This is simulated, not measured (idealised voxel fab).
Proc. module: voxel self aligned contacts
The cross-section on display is named cut; it measures 300 nm wide, and its cells are 5 nm squares.
How to read a cross-section here: the picture is a grid of square cells, written as bands going from the top down, and any band can span one or more rows of cells.
Band: top height; bottom height; in nm. Then, left to right: material with width in nm, for each material. "edge to edge": a single material spanning edge to edge. "empty": empty space.
Height reference: 0 = level under which incoming wafer is all one material. Lowest band: no bottom, runs on downward, e.g. "0 down".
Think of "30..40" as a width that walks from the first number to the second as you go down the band, top row to bottom row, taking equal-sized steps from row to row.
Given "nothing different" for a step, no cell of the cross-section differs between before and after that step.
"Closed void catalog" specifies each empty space that is not open to the top and that occupies no fewer than 8 cells, using the form width x height at distance, the distance measured from the left edge and all three quantities in nm.
What comes after the settings on a step's line is commentary from the simulator itself on that step.
If you see "overlay nm" on a step's line and that step has a mask, it's telling you how far right of where it was planned the mask ended up; a negative number means it went left instead.
[List of planned process steps]
- 1: RECEIVE (material Si)
- 2: OXIDIZE (depth nm 5)
- 3: DIRECTIONAL_DEP (material polySi; thk nm 30)
- 4: DIRECTIONAL_DEP (material SiN; thk nm 15)
- 5: DIRECTIONAL_DEP (material aC; thk nm 15)
- 6: PATTERN (tone cover; mask id GATE; material resist; width nm 30; pitch nm 55; thk nm 30; overlay nm 0)
- 7: DIRECTIONAL_ETCH (etch materials aC; depth nm 15)
- 8: STRIP (etch materials resist)
- 9: DIRECTIONAL_ETCH (etch materials SiN; depth nm 15)
- 10: DIRECTIONAL_ETCH (etch materials polySi; depth nm 30)
- 11: STRIP (etch materials aC)
- 12: CONFORMAL_DEP (material SiN; thk nm 5)
- 13: DIRECTIONAL_ETCH (etch materials SiN; depth nm 5)
- 14: FILL_DEP (material SiO2; thk nm 15)
- 15: CMP (height nm 50)
- 16: MASKED_ETCH (tone open; mask id CONTACT; width nm 35; etch materials SiO2; depth nm 55; overlay nm 0)
- 17: CONFORMAL_DEP (material TiN; thk nm 5)
- 18: FILL_DEP (material Ru; thk nm 5)
- 19: CMP (height nm 50)
- 20: CONFORMAL_DEP (material SiCN; thk nm 5)
[Received-state cross-section, reflecting completion of step 1]
0 down: Si edge to edge
Closed void catalog: none
[End-of-module cross-section. Starting structure and process plan as above; one mistake made in running it]
55 to 50: SiCN edge to edge
50 to 45: 130 nm SiO2 | 15 nm TiN | 5 nm Ru | 15 nm TiN | 135 nm SiO2
45 to 40: 100 nm SiO2 | 40 nm SiN | 5 nm TiN | 5 nm Ru | 5 nm TiN | 40 nm SiN | 105 nm SiO2
40 to 35: 100 nm SiO2 | 40 nm SiN | 15 nm TiN | 40 nm SiN | 105 nm SiO2
35 to 30: SiN edge to edge
30 to 0: polySi edge to edge
0 to -5: SiO2 edge to edge
-5 down: Si edge to edge
Closed void catalog: none
Heads up, the wafer didn't run the way we planned it: step 9 was run on a setting that differed from the plan, and what really ran there is DIRECTIONAL_ETCH (etch materials SiN; depth nm 10)
